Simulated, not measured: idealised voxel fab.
Name of the process module below: voxel local oxidation
295 nm wide, 5 nm square cells: that's cross-section cut.
A cross-section in this document is a grid of square cells, and it is written down as bands, the top band listed before the ones below it; a band is made up of one or more rows of cells. Each band's line starts with the height of the band's top and of its bottom, in nm. Then come its materials from left to right, each with its width in nm. One material with "full width" fills the band from edge to edge. "blank" is empty space. We count height from 0. Below that, the starting wafer is all one material. The lowest band never ends at the bottom but goes on down; see "z 0 and below" for how that is written. It should be noted that a width expressed as "30 to 40" varies in equal increments from row to row of cells within the band, taking the value of the first number at the top row and that of the second number at the bottom row. For the purposes of this document, the phrase "no alteration" attached to a step denotes that no cell within the cross-section was modified by that step. Look at "Voids lacking openings" for the closed voids: empty spaces with no open path to the top, sized 8 cells or up. Each is width x height at distance, distance from the left edge, all nm. Past the settings on a step's line: simulator remark, on that step. A step's line can hold "overlay nm"; with a mask on that step, the setting says how far right of the planned place the mask lay, while a negative setting says it lay to the left.
INTENDED PROCESS STEPS
| 1 | RECEIVE (material Si) |
| 2 | CONFORMAL_DEP (material SiO2; thk nm 5) |
| 3 | CONFORMAL_DEP (material SiN; thk nm 15) |
| 4 | PATTERN (tone cover; mask id ACTIVE; material resist; width nm 120; thk nm 15; overlay nm 0) |
| 5 | DIRECTIONAL_ETCH (etch materials SiN; depth nm 15) |
| 6 | STRIP (etch materials resist) |
| 7 | SELECTIVE_ETCH (etch materials SiO2; depth nm 5) |
| 8 | OXIDIZE (depth nm 10) |
| 9 | STRIP (etch materials SiN) |
For this document, wafers share an identical start and vary in the step 7 depth nm; the plan quotes the first wafer's value.
SO THIS IS THE FIRST OF SEVERAL WAFERS, CROSS-SECTIONED AS IT CAME TO US, MEANING IT'S AT THE END OF STEP 1
> z 0 and below: Si full width
> Voids lacking openings: none
WHAT FOLLOWS IS A TABLE IN WHICH EACH WAFER OCCUPIES A ROW; FOR THE WAFER AS IT STANDS AT THE CLOSE OF THE MODULE, THE ROW STATES, MATERIAL BY MATERIAL, HOW MANY CELLS HAVE BEEN GAINED (+) OR LOST (-) SINCE RECEIPT, AND THEN GIVES ITS CLOSED VOIDS
depth nm 5, -82 Si, +104 SiO2, Voids lacking openings: none
depth nm 10, -86 Si, +106 SiO2, Voids lacking openings: none
depth nm 15, -90 Si, +108 SiO2, Voids lacking openings: none
depth nm 20, -94 Si, +110 SiO2, Voids lacking openings: none
